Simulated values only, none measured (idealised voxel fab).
voxel transistor to metal: a process module
Section shown: cut. Width: 265 nm. Cell size: 5 nm, square.
Cross-section layout: square cells on a grid; listed as bands, top to bottom; a band spans one or more cell rows. In this notation a band is specified by the heights of its top and bottom, in that order and in nm, after which its materials appear from left to right, each paired with its width in nm. The word "full width" attached to a single material means that material fills the band from edge to edge; the word "empty" stands for empty space. Heights are measured from 0, the level below which the as-received wafer is all one material; the lowest band has no bottom and continues downward, written as in "z 0 and below". A two-number width, for instance "30->40", indicates that the width is equal to the first number in the top row of the band and to the second number in the bottom row, and that it changes by a constant amount per row of cells. "stayed the same" for a step: no cell of the cross-section changed in that step. You'll see "Completely sealed voids" listing empty spaces that have no way open to the top, as long as they're 8 cells or more; the notation is width x height at distance, where the distance is from the left edge, and all of it is in nm. Read whatever lies past the settings on a step's line as the simulator's own remark about the step. A step's line can hold "overlay nm"; with a mask on that step, the setting says how far right of the planned place the mask lay, while a negative setting says it lay to the left.

## Process steps - plan
1: RECEIVE [material Si]
2: CONFORMAL_DEP [material SiO2] [thk nm 5]
3: CONFORMAL_DEP [material SiN] [thk nm 15]
4: MASKED_ETCH [tone cover] [mask id ACTIVE] [width nm 100] [pitch nm 125] [etch materials SiN] [depth nm 15] [overlay nm 0]
5: MASKED_ETCH [tone cover] [mask id ACTIVE] [width nm 100] [pitch nm 125] [etch materials SiO2] [depth nm 5] [overlay nm 0]
6: MASKED_ETCH [tone cover] [mask id ACTIVE] [width nm 100] [pitch nm 125] [etch materials Si] [depth nm 35] [overlay nm 0]
7: OXIDIZE [depth nm 5]
8: FILL_DEP [material SiO2] [thk nm 5]
9: CMP [height nm 20]
10: SELECTIVE_ETCH [etch materials SiO2] [depth nm 15]
11: STRIP [etch materials SiN]
12: SELECTIVE_ETCH [etch materials SiO2] [depth nm 5]
13: OXIDIZE [depth nm 5]
14: DIRECTIONAL_DEP [material polySi] [thk nm 20]
15: DIRECTIONAL_DEP [material SiCN] [thk nm 15]
16: MASKED_ETCH [tone cover] [mask id GATE] [width nm 20] [pitch nm 125] [etch materials SiCN] [depth nm 25] [overlay nm 0]
17: MASKED_ETCH [tone cover] [mask id GATE] [width nm 20] [pitch nm 125] [etch materials polySi] [depth nm 30] [overlay nm 0]
18: CONFORMAL_DEP [material SiN] [thk nm 10]
19: DIRECTIONAL_ETCH [etch materials SiN] [depth nm 10]
20: DIRECTIONAL_ETCH [etch materials SiO2] [depth nm 5]
21: EPI [material pSi] [thk nm 5]
22: FILL_DEP [material SiO2] [thk nm 5]
23: CMP [height nm 35]
24: DIRECTIONAL_DEP [material SiO2] [thk nm 15]
25: DIRECTIONAL_DEP [material aC] [thk nm 10]
26: PATTERN [tone open] [mask id CONTACT] [material resist] [width nm 30] [thk nm 25] [overlay nm 0]
27: DIRECTIONAL_ETCH [etch materials aC] [depth nm 10]
28: STRIP [etch materials resist]
29: DIRECTIONAL_ETCH [etch materials SiO2] [depth nm 50]
30: STRIP [etch materials aC]
31: CONFORMAL_DEP [material TiN] [thk nm 5]
32: FILL_DEP [material Ru] [thk nm 10]
33: CMP [height nm 50]
34: DIRECTIONAL_DEP [material TiN] [thk nm 5]
35: DIRECTIONAL_DEP [material Ru] [thk nm 20]
36: PATTERN [tone cover] [mask id METAL_1] [material resist] [width nm 15] [thk nm 15] [overlay nm 0]
37: DIRECTIONAL_ETCH [etch materials Ru] [depth nm 20]
38: DIRECTIONAL_ETCH [etch materials TiN] [depth nm 5]
39: STRIP [etch materials resist]
40: FILL_DEP [material SiO2] [thk nm 5]
41: CMP [height nm 75]
42: CONFORMAL_DEP [material SiCN] [thk nm 5]
43: DIRECTIONAL_DEP [material SiO2] [thk nm 35]
44: DIRECTIONAL_DEP [material aC] [thk nm 15]
45: PATTERN [tone open] [mask id METAL_2] [material resist] [width nm 15] [pitch nm 125] [thk nm 30] [overlay nm 0]
46: DIRECTIONAL_ETCH [etch materials aC] [depth nm 15]
47: STRIP [etch materials resist]
48: DIRECTIONAL_ETCH [etch materials SiO2] [depth nm 20]
49: STRIP [etch materials aC]
50: DIRECTIONAL_DEP [material aC] [thk nm 10]
51: PATTERN [tone open] [mask id METAL_2_HOLES] [material resist] [width nm 15] [pitch nm 125] [thk nm 25] [overlay nm 0]
52: DIRECTIONAL_ETCH [etch materials aC] [depth nm 10]
53: STRIP [etch materials resist]
54: DIRECTIONAL_ETCH [etch materials SiO2] [depth nm 15]
55: DIRECTIONAL_ETCH [etch materials SiCN] [depth nm 5]
56: STRIP [etch materials aC]
57: CONFORMAL_DEP [material TiN] [thk nm 5]
58: FILL_DEP [material Cu] [thk nm 10]
59: CMP [height nm 115]
60: CONFORMAL_DEP [material SiCN] [thk nm 5]

## Delivered wafer in cross-section: state after step 1
    z 0 and below: Si full width
    Completely sealed voids: none

## Cross-sectional view of the first of the two wafers upon completion of the module, processed in accordance with the plan
    z 120 to 115: SiCN full width
    z 115 to 80: SiO2: 25 / TiN: 5 / Cu: 5 / TiN: 5 / SiO2: 110 / TiN: 5 / Cu: 5 / TiN: 5 / SiO2: 100
    z 80 to 75: SiCN: 25 / TiN: 15 / SiCN: 110 / TiN: 15 / SiCN: 100
    z 75 to 55: SiO2: 25 / Ru: 15 / SiO2: 60 / Ru: 15 / SiO2: 35 / Ru: 15 / SiO2: 60 / Ru: 15 / SiO2: 25
    z 55 to 50: SiO2: 25 / TiN: 15 / SiO2: 60 / TiN: 15 / SiO2: 35 / TiN: 15 / SiO2: 60 / TiN: 15 / SiO2: 25
    z 50 to 40: SiO2: 25 / TiN: 5 / Ru: 20 / TiN: 5 / SiO2: 30 / TiN: 5 / Ru: 20 / TiN: 5 / SiO2: 35 / TiN: 5 / Ru: 20 / TiN: 5 / SiO2: 30 / TiN: 5 / Ru: 20 / TiN: 5 / SiO2: 25
    z 40 to 35: SiO2: 25 / TiN: 5 / Ru: 15 / TiN: 10 / SiO2: 30 / TiN: 10 / Ru: 15 / TiN: 5 / SiO2: 35 / TiN: 5 / Ru: 15 / TiN: 10 / SiO2: 30 / TiN: 10 / Ru: 15 / TiN: 5 / SiO2: 25
    z 35 to 20: SiO2: 25 / TiN: 5 / Ru: 15 / TiN: 5 / SiN: 10 / SiCN: 20 / SiN: 10 / TiN: 5 / Ru: 15 / TiN: 5 / SiO2: 35 / TiN: 5 / Ru: 15 / TiN: 5 / SiN: 10 / SiCN: 20 / SiN: 10 / TiN: 5 / Ru: 15 / TiN: 5 / SiO2: 25
    z 20 to 5: SiO2: 25 / TiN: 5 / Ru: 15 / TiN: 5 / SiN: 10 / polySi: 20 / SiN: 10 / TiN: 5 / Ru: 15 / TiN: 5 / SiO2: 35 / TiN: 5 / Ru: 15 / TiN: 5 / SiN: 10 / polySi: 20 / SiN: 10 / TiN: 5 / Ru: 15 / TiN: 5 / SiO2: 25
    z 5 to 0: SiO2: 25 / TiN: 25 / SiN: 10 / polySi: 20 / SiN: 10 / TiN: 25 / SiO2: 35 / TiN: 25 / SiN: 10 / polySi: 20 / SiN: 10 / TiN: 25 / SiO2: 25
    z 0 to -5: SiO2: 20 / pSi: 30 / SiO2: 40 / pSi: 30 / SiO2: 25 / pSi: 30 / SiO2: 40 / pSi: 30 / SiO2: 20
    z -5 to -40: SiO2: 25 / Si: 90 / SiO2: 35 / Si: 90 / SiO2: 25
    z -40 and below: Si full width
    Completely sealed voids: none

## This is the second of the two wafers, cross-sectioned at the end of the module; it started exactly like the first and was given the same plan, but it was run with one mistake
    z 120 to 115: SiCN full width
    z 115 to 80: SiO2: 25 / TiN: 5 / Cu: 5 / TiN: 5 / SiO2: 110 / TiN: 5 / Cu: 5 / TiN: 5 / SiO2: 100
    z 80 to 75: SiCN: 25 / TiN: 15 / SiCN: 110 / TiN: 15 / SiCN: 100
    z 75 to 55: SiO2: 25 / Ru: 15 / SiO2: 60 / Ru: 15 / SiO2: 35 / Ru: 15 / SiO2: 60 / Ru: 15 / SiO2: 25
    z 55 to 50: SiO2: 25 / TiN: 15 / SiO2: 60 / TiN: 15 / SiO2: 35 / TiN: 15 / SiO2: 60 / TiN: 15 / SiO2: 25
    z 50 to 40: SiO2: 25 / TiN: 5 / Ru: 20 / TiN: 5 / SiO2: 30 / TiN: 5 / Ru: 20 / TiN: 5 / SiO2: 35 / TiN: 5 / Ru: 20 / TiN: 5 / SiO2: 30 / TiN: 5 / Ru: 20 / TiN: 5 / SiO2: 25
    z 40 to 35: SiO2: 25 / TiN: 30 / SiO2: 30 / TiN: 30 / SiO2: 35 / TiN: 30 / SiO2: 30 / TiN: 30 / SiO2: 25
    z 35 to 20: SiCN: 60 / SiN: 20 / SiCN: 105 / SiN: 20 / SiCN: 60
    z 20 to 0: polySi full width
    z 0 to -5: SiO2 full width
    z -5 to -40: SiO2: 25 / Si: 90 / SiO2: 35 / Si: 90 / SiO2: 25
    z -40 and below: Si full width
    Completely sealed voids: none
Short version of what went wrong: not per plan at step 16, really ran MASKED_ETCH [tone open] [mask id GATE] [width nm 20] [pitch nm 125] [etch materials SiCN] [depth nm 25] [overlay nm 0]
Per the end-of-run cell counts, the second wafer holds more or fewer of some materials than the first: -84 Ru, +111 SiCN, -32 SiN, -95 SiO2, -56 TiN, -24 pSi, +180 polySi
